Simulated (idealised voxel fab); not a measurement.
The name of this process module is voxel capacitor over wiring.
We display cut, a cross-section 275 nm in width whose square cells are each 5 nm.
Cross-sections here: square-cell grids, written as top-down lists of bands, a band being one or more rows of cells.
Basically the band line says how high the top is and how high the bottom is, in nm, and then what's in it from left to right, every material with its width in nm. Empty space shows up as "air", and if a single material carries "everywhere" it runs the full band edge to edge.
Height is counted from the level 0, under which the received wafer is composed throughout of one material. The lowest of the bands is not closed at the bottom but continues downward, in the notation "top 0, no bottom".
Per-row width for "30->40": begins at first number (top row of band), ends at second number (bottom row), increment between rows held constant.
No cell of the cross-section changed in a step that is given as "remained unchanged".
In the "Enclosed void entries" entry, you get each enclosed empty space of 8 cells or more, one with no open way to the top, written width x height at distance, distance from the left edge, in nm.
Step line, after settings: the simulator's comment on this step.
For masked steps, "overlay nm" on the step line gives how far right of plan the mask actually lay; a minus sign means it lay to the left.
**Set out below are the planned steps of the process**
step 1: op RECEIVE | material Si
step 2: op CONFORMAL_DEP | material SiO2 | thk nm 10
step 3: op DIRECTIONAL_DEP | material TiN | thk nm 5
step 4: op DIRECTIONAL_DEP | material W | thk nm 15
step 5: op DIRECTIONAL_DEP | material aC | thk nm 15
step 6: op PATTERN | tone cover | mask id METAL_1 | material resist | width nm 25 | pitch nm 80 | thk nm 35 | overlay nm 0
step 7: op DIRECTIONAL_ETCH | etch materials aC | depth nm 15
step 8: op STRIP | etch materials resist
step 9: op DIRECTIONAL_ETCH | etch materials W | depth nm 15
step 10: op DIRECTIONAL_ETCH | etch materials TiN | depth nm 5
step 11: op STRIP | etch materials aC
step 12: op CONFORMAL_DEP | material SiCN | thk nm 5
step 13: op FILL_DEP | material SiO2 | thk nm 10
step 14: op CMP | height nm 30
step 15: op CONFORMAL_DEP | material SiCN | thk nm 5
step 16: op DIRECTIONAL_DEP | material SiO2 | thk nm 10
step 17: op MASKED_ETCH | tone open | mask id PLUG_1 | width nm 15 | etch materials SiO2 | depth nm 10 | overlay nm 0
step 18: op MASKED_ETCH | tone open | mask id PLUG_1 | width nm 15 | etch materials SiCN | depth nm 5 | overlay nm 0
step 19: op EPI | material Ru | thk nm 10
step 20: op EPI | material Ru | thk nm 5
step 21: op DIRECTIONAL_DEP | material TiN | thk nm 10
step 22: op DIRECTIONAL_DEP | material HfO2 | thk nm 5
step 23: op DIRECTIONAL_DEP | material TiN | thk nm 5
step 24: op DIRECTIONAL_DEP | material aC | thk nm 15
step 25: op PATTERN | tone cover | mask id UPPER_PLATE | material resist | width nm 60 | thk nm 30 | overlay nm 0
step 26: op DIRECTIONAL_ETCH | etch materials aC | depth nm 15
step 27: op STRIP | etch materials resist
step 28: op DIRECTIONAL_ETCH | etch materials TiN | depth nm 5
step 29: op DIRECTIONAL_ETCH | etch materials HfO2 | depth nm 5
step 30: op STRIP | etch materials aC
step 31: op MASKED_ETCH | tone cover | mask id LOWER_PLATE | width nm 70 | etch materials TiN | depth nm 10 | overlay nm 0
step 32: op FILL_DEP | material SiO2 | thk nm 20
step 33: op CMP | height nm 80
step 34: op DIRECTIONAL_DEP | material aC | thk nm 10
step 35: op PATTERN | tone open | mask id PLUG_2 | material resist | width nm 15 | thk nm 30 | overlay nm 0
step 36: op DIRECTIONAL_ETCH | etch materials aC | depth nm 10
step 37: op STRIP | etch materials resist
step 38: op DIRECTIONAL_ETCH | etch materials SiO2 | depth nm 15
step 39: op STRIP | etch materials aC
step 40: op CONFORMAL_DEP | material TiN | thk nm 5
step 41: op FILL_DEP | material W | thk nm 5
step 42: op CMP | height nm 80
step 43: op CONFORMAL_DEP | material SiCN | thk nm 5
**Wafer cross-section on receipt, i.e. after step 1**
    top 0, no bottom = Si everywhere
    Enclosed void entries: none
**Post-module cross-section of the first of two wafers (run per plan)**
    top 85, bottom 80 = SiCN everywhere
    top 80, bottom 70 = 105 SiO2; 5 TiN; 5 W; 5 TiN; 155 SiO2
    top 70, bottom 60 = 105->95 SiO2; 15->60 TiN; 155->120 SiO2
    top 60, bottom 55 = 95 SiO2; 60 HfO2; 120 SiO2
    top 55, bottom 45 = 90 SiO2; 70 TiN; 115 SiO2
    top 45, bottom 35 = 95 SiO2; 15 Ru; 165 SiO2
    top 35, bottom 30 = 95 SiCN; 15 Ru; 165 SiCN
    top 30, bottom 15 = 80 SiO2; 5 SiCN; 25 W; 5 SiCN; 45 SiO2; 5 SiCN; 25 W; 5 SiCN; 80 SiO2
    top 15, bottom 10 = 85 SiCN; 25 TiN; 55 SiCN; 25 TiN; 85 SiCN
    top 10, bottom 0 = SiO2 everywhere
    top 0, no bottom = Si everywhere
    Enclosed void entries: none
**Second wafer of the two, sectioned at the end of the module. It began like the first and followed the same plan, but one mistake was made while running it**
    top 85, bottom 80 = SiCN everywhere
    top 80, bottom 70 = 105 SiO2; 5 TiN; 5 W; 5 TiN; 155 SiO2
    top 70, bottom 60 = 105->95 SiO2; 15->60 TiN; 155->120 SiO2
    top 60, bottom 55 = 95 SiO2; 60 HfO2; 120 SiO2
    top 55, bottom 45 = 90 SiO2; 70 TiN; 115 SiO2
    top 45, bottom 35 = 95 SiO2; 15 Ru; 165 SiO2
    top 35, bottom 30 = 105 SiCN; 5 Ru; 165 SiCN
    top 30, bottom 15 = 80 SiO2; 5 SiCN; 25 W; 5 SiCN; 45 SiO2; 5 SiCN; 25 W; 5 SiCN; 80 SiO2
    top 15, bottom 10 = 85 SiCN; 25 TiN; 55 SiCN; 25 TiN; 85 SiCN
    top 10, bottom 0 = SiO2 everywhere
    top 0, no bottom = Si everywhere
    Enclosed void entries: none
Against the plan, the run slipped here: rather than as planned, step 18 actually ran as op MASKED_ETCH | tone open | mask id PLUG_1 | width nm 15 | etch materials SiCN | depth nm 5 | overlay nm 10
Looking at both finished wafers in cells, the second ends up ahead of or behind the first on some materials: -2 Ru; +2 SiCN
